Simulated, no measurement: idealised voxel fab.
The name of this process module is voxel fin reveal.
Shown is cross-section cut, with a width of 185 nm and square cells of size 5 nm.
How to read a cross-section here: the picture is a grid of square cells, written as bands going from the top down, and any band can span one or more rows of cells. This entry defines a band. It first specifies the height of the band's top and the height of its bottom in nm, and then specifies the band's materials from left to right, stating each material with its width in nm. The word "throughout" identifies a single material that fills the band from edge to edge, while the word "empty" identifies empty space. Height reference: 0 = level under which incoming wafer is all one material. Lowest band: no bottom, runs on downward, e.g. "from 0 down". Top row gets the first number, bottom row gets the second, and each row in between changes by the same step: that is how a band width like "30..40" works. "nothing got changed" for a step: no cell of the cross-section changed in that step. If an empty space has no open way to the top and is at least 8 cells in size, "Fully sealed voids" lists it, written width x height at distance, where distance is measured from the left edge and every value is in nm. It should be noted that, on the line of a given step, the content following the step's settings is a remark produced by the simulator itself with respect to that step. A step line may carry the setting "overlay nm", which, for steps involving a mask, states the distance by which the mask lay to the right of its intended position; negative values denote displacement to the left.
Below is the list of planned process steps
1. RECEIVE: material Si
2. CONFORMAL_DEP: material SiN, thk nm 10
3. PATTERN: tone cover, mask id FINS, material resist, width nm 15, pitch nm 40, thk nm 20, overlay nm 0
4. DIRECTIONAL_ETCH: etch materials SiN, depth nm 10
5. DIRECTIONAL_ETCH: etch materials Si, depth nm 35
6. STRIP: etch materials resist
7. OXIDIZE: depth nm 5
8. FILL_DEP: material SiO2, thk nm 10
9. CMP: height nm 10
10. SELECTIVE_ETCH: etch materials SiO2, depth nm 30
11. STRIP: etch materials SiN
12. CONFORMAL_DEP: material HfO2, thk nm 5
Wafer cross-section on receipt, i.e. after step 1
- from 0 down  Si throughout
- Fully sealed voids: none
Run as planned - first of the two wafers cross-sectioned at the end of the module
- from 5 to 0  empty=65  HfO2=15  empty=25  HfO2=15  empty=65
- from 0 to -15  empty=65  HfO2=5  Si=5  HfO2=5  empty=25  HfO2=5  Si=5  HfO2=5  empty=65
- from -15 to -20  HfO2=70  Si=5  HfO2=35  Si=5  HfO2=70
- from -20 to -40  SiO2=70  Si=5  SiO2=35  Si=5  SiO2=70
- from -40 down  Si throughout
- Fully sealed voids: none
Wafer two, sectioned after the module: the first wafer's start, the first wafer's plan, and one mistake in how it was run
- from 5 to 0  empty=65  HfO2=15  empty=25  HfO2=15  empty=65
- from 0 to -15  empty=65  HfO2=5  Si=5  HfO2=5  empty=25  HfO2=5  Si=5  HfO2=5  empty=65
- from -15 to -20  HfO2=40  empty=25  HfO2=5  Si=5  HfO2=5  empty=25  HfO2=5  Si=5  HfO2=5  empty=25  HfO2=40
- from -20 to -25  SiO2=35  HfO2=5  empty=25  HfO2=5  Si=5  HfO2=5  empty=25  HfO2=5  Si=5  HfO2=5  empty=25  HfO2=5  SiO2=35
- from -25 to -30  SiO2=35  HfO2=35  Si=5  HfO2=35  Si=5  HfO2=35  SiO2=35
- from -30 to -40  SiO2=70  Si=5  SiO2=35  Si=5  SiO2=70
- from -40 down  Si throughout
- Fully sealed voids: none
Which mistake was made when the wafer was run? steps 10 and 11 got flipped, so each one ran where the other should have
In the final state, the cell counts of the second wafer exceed or fall short of those of the first for the following materials: HfO2 +12, SiO2 -42
